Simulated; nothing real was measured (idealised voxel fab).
Proc. module: voxel transistor to metal
Cross-section cut: width 155 nm, square cells of 5 nm.
A cross-section is a grid of square cells, given in bands from the top down. A band is one or more rows of cells.
Heads up on the band format: heights come first, top then bottom, in nm. After that it's the materials left to right, each with its width in nm. A single material flagged "edge to edge" fills the whole band edge to edge, and "blank" means there's empty space there.
Heights are measured from 0, the level below which the as-received wafer is all one material; the lowest band has no bottom and continues downward, written as in "top 0, no bottom".
The width entry "30..40" should be interpreted row by row: the top row of cells in the band takes the first number, the bottom row takes the second number, and the change between adjacent rows is uniform throughout.
The designation "remains unaltered", where it is given for a processing step, indicates that no cell of the cross-section was altered in the course of that step.
Entry "Enclosed empty spaces" = empty spaces >= 8 cells with no open way to the top; each as width x height at distance, distance from left edge, all nm.
Note: text after step settings on the step line = simulator remark on that step.
"overlay nm" answers the question of how far to the right of plan the mask lay on a step that has a mask, and when it is negative the answer is to the left.
## Steps planned for the process
1. RECEIVE with material Si
2. OXIDIZE with depth nm 5
3. CONFORMAL_DEP with material SiN, thk nm 15
4. MASKED_ETCH with tone cover, mask id ACTIVE, width nm 115, etch materials SiN, depth nm 15, overlay nm 0
5. MASKED_ETCH with tone cover, mask id ACTIVE, width nm 115, etch materials SiO2, depth nm 5, overlay nm 0
6. MASKED_ETCH with tone cover, mask id ACTIVE, width nm 115, etch materials Si, depth nm 25, overlay nm 0
7. FILL_DEP with material SiO2, thk nm 15
8. CMP with height nm 15
9. SELECTIVE_ETCH with etch materials SiO2, depth nm 10
10. STRIP with etch materials SiN
11. SELECTIVE_ETCH with etch materials SiO2, depth nm 5
12. OXIDIZE with depth nm 5
13. DIRECTIONAL_DEP with material polySi, thk nm 30
14. DIRECTIONAL_DEP with material SiCN, thk nm 10
15. MASKED_ETCH with tone cover, mask id GATE, width nm 25, etch materials SiCN, depth nm 20, overlay nm 0
16. MASKED_ETCH with tone cover, mask id GATE, width nm 25, etch materials polySi, depth nm 40, overlay nm 0
17. CONFORMAL_DEP with material SiN, thk nm 5
18. DIRECTIONAL_ETCH with etch materials SiN, depth nm 5
19. DIRECTIONAL_ETCH with etch materials SiO2, depth nm 5
20. DIRECTIONAL_ETCH with etch materials Si, depth nm 5
21. EPI with material pSi, thk nm 5
22. FILL_DEP with material SiO2, thk nm 5
23. CMP with height nm 35
24. DIRECTIONAL_DEP with material SiO2, thk nm 10
25. DIRECTIONAL_DEP with material aC, thk nm 10
26. PATTERN with tone open, mask id CONTACT, material resist, width nm 20, pitch nm 85, thk nm 25, overlay nm 0
27. DIRECTIONAL_ETCH with etch materials aC, depth nm 10
28. STRIP with etch materials resist
29. DIRECTIONAL_ETCH with etch materials SiO2, depth nm 55
30. STRIP with etch materials aC
31. CONFORMAL_DEP with material TiN, thk nm 5
32. FILL_DEP with material W, thk nm 5
33. CMP with height nm 45
34. DIRECTIONAL_DEP with material TiN, thk nm 5
35. DIRECTIONAL_DEP with material Ru, thk nm 25
36. PATTERN with tone cover, mask id METAL_1, material resist, width nm 20, pitch nm 85, thk nm 15, overlay nm 0
37. DIRECTIONAL_ETCH with etch materials Ru, depth nm 25
38. DIRECTIONAL_ETCH with etch materials TiN, depth nm 5
39. STRIP with etch materials resist
40. FILL_DEP with material lowk, thk nm 10
41. CMP with height nm 75
42. CONFORMAL_DEP with material SiCN, thk nm 5
43. DIRECTIONAL_DEP with material SiO2, thk nm 25
44. MASKED_ETCH with tone open, mask id METAL_2, width nm 20, pitch nm 85, etch materials SiO2, depth nm 15, overlay nm 0
45. PATTERN with tone open, mask id METAL_2_HOLES, material resist, width nm 15, pitch nm 85, thk nm 15, overlay nm 0
46. DIRECTIONAL_ETCH with etch materials SiO2, depth nm 10
47. DIRECTIONAL_ETCH with etch materials SiCN, depth nm 5
48. STRIP with etch materials resist
49. CONFORMAL_DEP with material TiN, thk nm 5
50. FILL_DEP with material Cu, thk nm 5
51. CMP with height nm 105
52. CONFORMAL_DEP with material SiCN, thk nm 5
The plan's step 20 depth nm is the first wafer's value; the wafers differ in this setting and start identical.
## Cross-section of the first of several wafers on receipt, reflecting completion of step 1
	top 0, no bottom = Si edge to edge
	Enclosed empty spaces: none
## After the module's final step, step 52: the first of several wafers in cross-section
	top 110, bottom 105 = SiCN edge to edge
	top 105, bottom 95 = SiO2 25 nm  TiN 5 nm  Cu 10 nm  TiN 5 nm  SiO2 65 nm  TiN 5 nm  Cu 10 nm  TiN 5 nm  SiO2 25 nm
	top 95, bottom 90 = SiO2 25 nm  TiN 5 nm  Cu 5 nm  TiN 10 nm  SiO2 65 nm  TiN 5 nm  Cu 5 nm  TiN 10 nm  SiO2 25 nm
	top 90, bottom 80 = SiO2 25 nm  TiN 5 nm  Cu 5 nm  TiN 5 nm  SiO2 70 nm  TiN 5 nm  Cu 5 nm  TiN 5 nm  SiO2 30 nm
	top 80, bottom 75 = SiCN 25 nm  TiN 15 nm  SiCN 70 nm  TiN 15 nm  SiCN 30 nm
	top 75, bottom 50 = lowk 25 nm  Ru 20 nm  lowk 65 nm  Ru 20 nm  lowk 25 nm
	top 50, bottom 45 = lowk 25 nm  TiN 20 nm  lowk 65 nm  TiN 20 nm  lowk 25 nm
	top 45, bottom 35 = SiO2 25 nm  TiN 5 nm  W 10 nm  TiN 5 nm  SiO2 65 nm  TiN 5 nm  W 10 nm  TiN 5 nm  SiO2 25 nm
	top 35, bottom 25 = SiO2 25 nm  TiN 5 nm  W 10 nm  TiN 5 nm  SiO2 15 nm  SiN 5 nm  SiCN 25 nm  SiN 5 nm  SiO2 15 nm  TiN 5 nm  W 10 nm  TiN 5 nm  SiO2 25 nm
	top 25, bottom 0 = SiO2 25 nm  TiN 5 nm  W 10 nm  TiN 5 nm  SiO2 15 nm  SiN 5 nm  polySi 25 nm  SiN 5 nm  SiO2 15 nm  TiN 5 nm  W 10 nm  TiN 5 nm  SiO2 25 nm
	top 0, bottom -5 = SiO2 15 nm  SiN 5 nm  SiO2 5 nm  TiN 5 nm  W 10 nm  TiN 5 nm  SiO2 15 nm  SiN 5 nm  polySi 25 nm  SiN 5 nm  SiO2 15 nm  TiN 5 nm  W 10 nm  TiN 5 nm  SiO2 5 nm  SiN 5 nm  SiO2 15 nm
	top -5, bottom -10 = SiO2 25 nm  TiN 20 nm  SiO2 10 nm  pSi 5 nm  SiO2 35 nm  pSi 5 nm  SiO2 10 nm  TiN 20 nm  SiO2 25 nm
	top -10, bottom -15 = SiO2 20 nm  pSi 40 nm  Si 35 nm  pSi 40 nm  SiO2 20 nm
	top -15, bottom -30 = SiO2 20 nm  Si 115 nm  SiO2 20 nm
	top -30, no bottom = Si edge to edge
	Enclosed empty spaces: none
## The last wafer as seen in cross-section at the end of the module
	top 110, bottom 105 = SiCN edge to edge
	top 105, bottom 95 = SiO2 25 nm  TiN 5 nm  Cu 10 nm  TiN 5 nm  SiO2 65 nm  TiN 5 nm  Cu 10 nm  TiN 5 nm  SiO2 25 nm
	top 95, bottom 90 = SiO2 25 nm  TiN 5 nm  Cu 5 nm  TiN 10 nm  SiO2 65 nm  TiN 5 nm  Cu 5 nm  TiN 10 nm  SiO2 25 nm
	top 90, bottom 80 = SiO2 25 nm  TiN 5 nm  Cu 5 nm  TiN 5 nm  SiO2 70 nm  TiN 5 nm  Cu 5 nm  TiN 5 nm  SiO2 30 nm
	top 80, bottom 75 = SiCN 25 nm  TiN 15 nm  SiCN 70 nm  TiN 15 nm  SiCN 30 nm
	top 75, bottom 50 = lowk 25 nm  Ru 20 nm  lowk 65 nm  Ru 20 nm  lowk 25 nm
	top 50, bottom 45 = lowk 25 nm  TiN 20 nm  lowk 65 nm  TiN 20 nm  lowk 25 nm
	top 45, bottom 35 = SiO2 25 nm  TiN 5 nm  W 10 nm  TiN 5 nm  SiO2 65 nm  TiN 5 nm  W 10 nm  TiN 5 nm  SiO2 25 nm
	top 35, bottom 25 = SiO2 25 nm  TiN 5 nm  W 10 nm  TiN 5 nm  SiO2 15 nm  SiN 5 nm  SiCN 25 nm  SiN 5 nm  SiO2 15 nm  TiN 5 nm  W 10 nm  TiN 5 nm  SiO2 25 nm
	top 25, bottom 0 = SiO2 25 nm  TiN 5 nm  W 10 nm  TiN 5 nm  SiO2 15 nm  SiN 5 nm  polySi 25 nm  SiN 5 nm  SiO2 15 nm  TiN 5 nm  W 10 nm  TiN 5 nm  SiO2 25 nm
	top 0, bottom -5 = SiO2 15 nm  SiN 5 nm  SiO2 5 nm  TiN 5 nm  W 10 nm  TiN 5 nm  SiO2 15 nm  SiN 5 nm  polySi 25 nm  SiN 5 nm  SiO2 15 nm  TiN 5 nm  W 10 nm  TiN 5 nm  SiO2 5 nm  SiN 5 nm  SiO2 15 nm
	top -5, bottom -10 = SiO2 25 nm  TiN 20 nm  SiO2 10 nm  pSi 5 nm  SiO2 35 nm  pSi 5 nm  SiO2 10 nm  TiN 20 nm  SiO2 25 nm
	top -10, bottom -25 = SiO2 55 nm  pSi 5 nm  Si 35 nm  pSi 5 nm  SiO2 55 nm
	top -25, bottom -30 = SiO2 20 nm  pSi 40 nm  Si 35 nm  pSi 40 nm  SiO2 20 nm
	top -30, no bottom = Si edge to edge
	Enclosed empty spaces: none
## Below is a per-wafer table. In it, each row describes the wafer at the end of the module by giving, for each material, the number of cells gained (+) or lost (-) since the wafer was received, and after that the closed voids of the wafer
depth nm 5; +14 Cu; +40 Ru; -110 Si; +66 SiCN; +18 SiN; +344 SiO2; +84 TiN; +40 W; +138 lowk; +18 pSi; +30 polySi; Enclosed empty spaces: none
depth nm 10; +14 Cu; +40 Ru; -126 Si; +66 SiCN; +18 SiN; +358 SiO2; +84 TiN; +40 W; +138 lowk; +20 pSi; +30 polySi; Enclosed empty spaces: none
depth nm 15; +14 Cu; +40 Ru; -142 Si; +66 SiCN; +18 SiN; +372 SiO2; +84 TiN; +40 W; +138 lowk; +22 pSi; +30 polySi; Enclosed empty spaces: none
depth nm 20; +14 Cu; +40 Ru; -158 Si; +66 SiCN; +18 SiN; +386 SiO2; +84 TiN; +40 W; +138 lowk; +24 pSi; +30 polySi; Enclosed empty spaces: none
